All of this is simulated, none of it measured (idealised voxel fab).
process module | voxel transistor to metal
cross-section cut | 155 nm wide | cells 5 nm
A cross-section is a grid of square cells, given in bands from the top down. A band is one or more rows of cells.
Each band's line starts with the height of the band's top and of its bottom, in nm. Then come its materials from left to right, each with its width in nm. One material with "throughout" fills the band from edge to edge. "air" is empty space.
Height 0 is the level under which the wafer as received is all one material. The lowest band goes on downwards, as in "0 down".
A width such as "30 to 40" changes by the same amount from each row of cells to the next, from the band's top row to its bottom row.
"no change" after a step means that no cell of the cross-section changed.
closed voids: empty space of 8 cells or more with no open way to the top, each as width x height at its distance from the left edge, in nm
after a step's settings: what the simulator itself notes on the step
overlay nm, on a step with a mask: how far to the right of its planned place the mask lay; to the left if negative
plan
1 op RECEIVE | material Si
2 op CONFORMAL_DEP | material SiO2 | thk nm 5
3 op CONFORMAL_DEP | material SiN | thk nm 15
4 op DIRECTIONAL_DEP | material aC | thk nm 10
5 op PATTERN | tone cover | mask id ACTIVE | material resist | width nm 95 | thk nm 30 | overlay nm 0
6 op DIRECTIONAL_ETCH | etch materials aC | depth nm 10
7 op STRIP | etch materials resist
8 op DIRECTIONAL_ETCH | etch materials SiN | depth nm 15
9 op DIRECTIONAL_ETCH | etch materials SiO2 | depth nm 5
10 op DIRECTIONAL_ETCH | etch materials Si | depth nm 20
11 op STRIP | etch materials aC
12 op FILL_DEP | material SiO2 | thk nm 10
13 op CMP | height nm 20
14 op SELECTIVE_ETCH | etch materials SiO2 | depth nm 10
15 op STRIP | etch materials SiN
16 op SELECTIVE_ETCH | etch materials SiO2 | depth nm 5
17 op OXIDIZE | depth nm 5
18 op DIRECTIONAL_DEP | material polySi | thk nm 25
19 op DIRECTIONAL_DEP | material SiCN | thk nm 15
20 op DIRECTIONAL_DEP | material aC | thk nm 15
21 op PATTERN | tone cover | mask id GATE | material resist | width nm 15 | thk nm 35 | overlay nm 0
22 op DIRECTIONAL_ETCH | etch materials aC | depth nm 15
23 op STRIP | etch materials resist
24 op DIRECTIONAL_ETCH | etch materials SiCN | depth nm 25
25 op DIRECTIONAL_ETCH | etch materials polySi | depth nm 35
26 op STRIP | etch materials aC
27 op CONFORMAL_DEP | material SiO2 | thk nm 5
28 op DIRECTIONAL_ETCH | etch materials SiO2 | depth nm 5
29 op CONFORMAL_DEP | material SiN | thk nm 10
30 op DIRECTIONAL_ETCH | etch materials SiN | depth nm 10
31 op DIRECTIONAL_ETCH | etch materials SiO2 | depth nm 5
32 op DIRECTIONAL_ETCH | etch materials Si | depth nm 10
33 op EPI | material SiGe | thk nm 10
34 op FILL_DEP | material SiO2 | thk nm 10
35 op CMP | height nm 40
36 op DIRECTIONAL_DEP | material SiO2 | thk nm 10
37 op DIRECTIONAL_DEP | material aC | thk nm 15
38 op PATTERN | tone open | mask id CONTACT | material resist | width nm 30 | pitch nm 55 | thk nm 30 | overlay nm 0
39 op DIRECTIONAL_ETCH | etch materials aC | depth nm 15
40 op STRIP | etch materials resist
41 op DIRECTIONAL_ETCH | etch materials SiO2 | depth nm 45
42 op STRIP | etch materials aC
43 op CONFORMAL_DEP | material TiN | thk nm 5
44 op FILL_DEP | material Ru | thk nm 10
45 op CMP | height nm 50
46 op DIRECTIONAL_DEP | material TiN | thk nm 5
47 op DIRECTIONAL_DEP | material W | thk nm 20
48 op MASKED_ETCH | tone cover | mask id METAL_1 | width nm 20 | pitch nm 65 | etch materials W | depth nm 20 | overlay nm -15
49 op MASKED_ETCH | tone cover | mask id METAL_1 | width nm 20 | pitch nm 65 | etch materials TiN | depth nm 5 | overlay nm 0
50 op FILL_DEP | material SiO2 | thk nm 10
51 op CMP | height nm 75
52 op CONFORMAL_DEP | material SiN | thk nm 5
varied across the wafers: overlay nm of step 48. The plan shows the first wafer's value. All wafers start alike
first wafer as received, after step 1
  0 down: Si throughout
  closed voids: none
each wafer at the end: cells of each material gained (+) or lost (-) since it was received, then its closed voids
overlay nm -15 | +36 Ru | -79 Si | +9 SiCN | +24 SiGe | +67 SiN | +334 SiO2 | +58 TiN | +32 W | +15 polySi | closed voids: none
overlay nm -10 | +36 Ru | -79 Si | +9 SiCN | +24 SiGe | +67 SiN | +336 SiO2 | +56 TiN | +32 W | +15 polySi | closed voids: none
overlay nm -5 | +36 Ru | -79 Si | +9 SiCN | +24 SiGe | +67 SiN | +338 SiO2 | +54 TiN | +32 W | +15 polySi | closed voids: none
overlay nm 0 | +36 Ru | -79 Si | +9 SiCN | +24 SiGe | +67 SiN | +340 SiO2 | +52 TiN | +32 W | +15 polySi | closed voids: none
overlay nm 5 | +36 Ru | -79 Si | +9 SiCN | +24 SiGe | +67 SiN | +338 SiO2 | +54 TiN | +32 W | +15 polySi | closed voids: none
overlay nm 10 | +36 Ru | -79 Si | +9 SiCN | +24 SiGe | +67 SiN | +336 SiO2 | +56 TiN | +32 W | +15 polySi | closed voids: none
overlay nm 15 | +36 Ru | -79 Si | +9 SiCN | +24 SiGe | +67 SiN | +334 SiO2 | +58 TiN | +32 W | +15 polySi | closed voids: none
